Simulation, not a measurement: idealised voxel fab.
Herein follows the process module entitled voxel capacitor over wiring.
Pictured: cross-section cut, 235 nm wide, on a grid of 5 nm square cells.
This document writes a cross-section as a grid whose cells are square, and gives it as bands, listed from the top down; one or more rows of cells form a band. In this notation a band is specified by the heights of its top and bottom, in that order and in nm, after which its materials appear from left to right, each paired with its width in nm. The word "throughout" attached to a single material means that material fills the band from edge to edge; the word "blank" stands for empty space. Ref level 0: as-received wafer is one material below here. Bottom band extends down with no lower bound ("0..down"). A width given as "30 to 40" starts at the first number in the band's top row and ends at the second number in its bottom row, shifting by an equal amount at every step from row to row. "no alteration" for a step: no cell of the cross-section changed in that step. This entry, "Closed voids list", enumerates those empty regions of no fewer than 8 cells that possess no open connection to the top. Each region is reported in the form width x height at distance, the distance being taken from the left edge, with all three quantities expressed in nm. Post-settings text on a step line: simulator's own remark regarding the step. What "overlay nm" on a step's line means: if the step has a mask, that mask lay this far to the right of its planned place, or, when the value is negative, to the left.

Planned step list for the process
1,RECEIVE with material Si
2,CONFORMAL_DEP with material SiO2, thk nm 10
3,CONFORMAL_DEP with material SiCN, thk nm 5
4,DIRECTIONAL_DEP with material SiO2, thk nm 15
5,DIRECTIONAL_DEP with material aC, thk nm 15
6,PATTERN with tone open, mask id METAL_1, material resist, width nm 20, pitch nm 80, thk nm 35, overlay nm 0
7,DIRECTIONAL_ETCH with etch materials aC, depth nm 15
8,STRIP with etch materials resist
9,DIRECTIONAL_ETCH with etch materials SiO2, depth nm 15
10,DIRECTIONAL_ETCH with etch materials SiCN, depth nm 5
11,STRIP with etch materials aC
12,CONFORMAL_DEP with material TiN, thk nm 5
13,FILL_DEP with material Cu, thk nm 5
14,CMP with height nm 30
15,CONFORMAL_DEP with material SiCN, thk nm 5
16,DIRECTIONAL_DEP with material SiO2, thk nm 15
17,PATTERN with tone open, mask id PLUG_1, material resist, width nm 15, thk nm 15, overlay nm 0
18,DIRECTIONAL_ETCH with etch materials SiO2, depth nm 15
19,DIRECTIONAL_ETCH with etch materials SiCN, depth nm 5
20,STRIP with etch materials resist
21,CONFORMAL_DEP with material TiN, thk nm 5
22,FILL_DEP with material W, thk nm 10
23,CMP with height nm 50
24,DIRECTIONAL_DEP with material TiN, thk nm 10
25,DIRECTIONAL_DEP with material HfO2, thk nm 5
26,DIRECTIONAL_DEP with material TiN, thk nm 5
27,PATTERN with tone cover, mask id UPPER_PLATE, material resist, width nm 65, thk nm 20, overlay nm 0
28,DIRECTIONAL_ETCH with etch materials TiN, depth nm 5
29,DIRECTIONAL_ETCH with etch materials HfO2, depth nm 5
30,STRIP with etch materials resist
31,PATTERN with tone cover, mask id LOWER_PLATE, material resist, width nm 75, thk nm 20, overlay nm 0
32,DIRECTIONAL_ETCH with etch materials TiN, depth nm 10
33,STRIP with etch materials resist
34,FILL_DEP with material SiO2, thk nm 20
35,CMP with height nm 85
36,PATTERN with tone open, mask id PLUG_2, material resist, width nm 15, thk nm 15, overlay nm 0
37,DIRECTIONAL_ETCH with etch materials SiO2, depth nm 15
38,STRIP with etch materials resist
39,CONFORMAL_DEP with material TiN, thk nm 5
40,FILL_DEP with material W, thk nm 10
41,CMP with height nm 85
42,CONFORMAL_DEP with material SiN, thk nm 5

Incoming wafer in cross-section (state: after step 1)
  0..down | Si throughout
  Closed voids list: none

Below is the wafer in cross-section after the module was completed. It began from the starting point shown above and followed the plan shown above, except that one mistake was made while running it
  90..85 | SiN throughout
  85..75 | SiO2 80 nm / TiN 5 nm / W 5 nm / TiN 5 nm / SiO2 140 nm
  75..65 | SiO2 80 to 70 nm / TiN 15 to 65 nm / SiO2 140 to 100 nm
  65..60 | SiO2 70 nm / HfO2 65 nm / SiO2 100 nm
  60..50 | SiO2 65 nm / TiN 75 nm / SiO2 95 nm
  50..45 | SiCN 70 nm / TiN 15 nm / SiCN 150 nm
  45..30 | SiO2 throughout
  30..15 | SiO2 65 nm / TiN 5 nm / Cu 10 nm / TiN 5 nm / SiO2 60 nm / TiN 5 nm / Cu 10 nm / TiN 5 nm / SiO2 70 nm
  15..10 | SiCN 65 nm / TiN 20 nm / SiCN 60 nm / TiN 20 nm / SiCN 70 nm
  10..0 | SiO2 throughout
  0..down | Si throughout
  Closed voids list: none
Heads up, the wafer didn't run the way we planned it: plan steps 15 and 16 run swapped
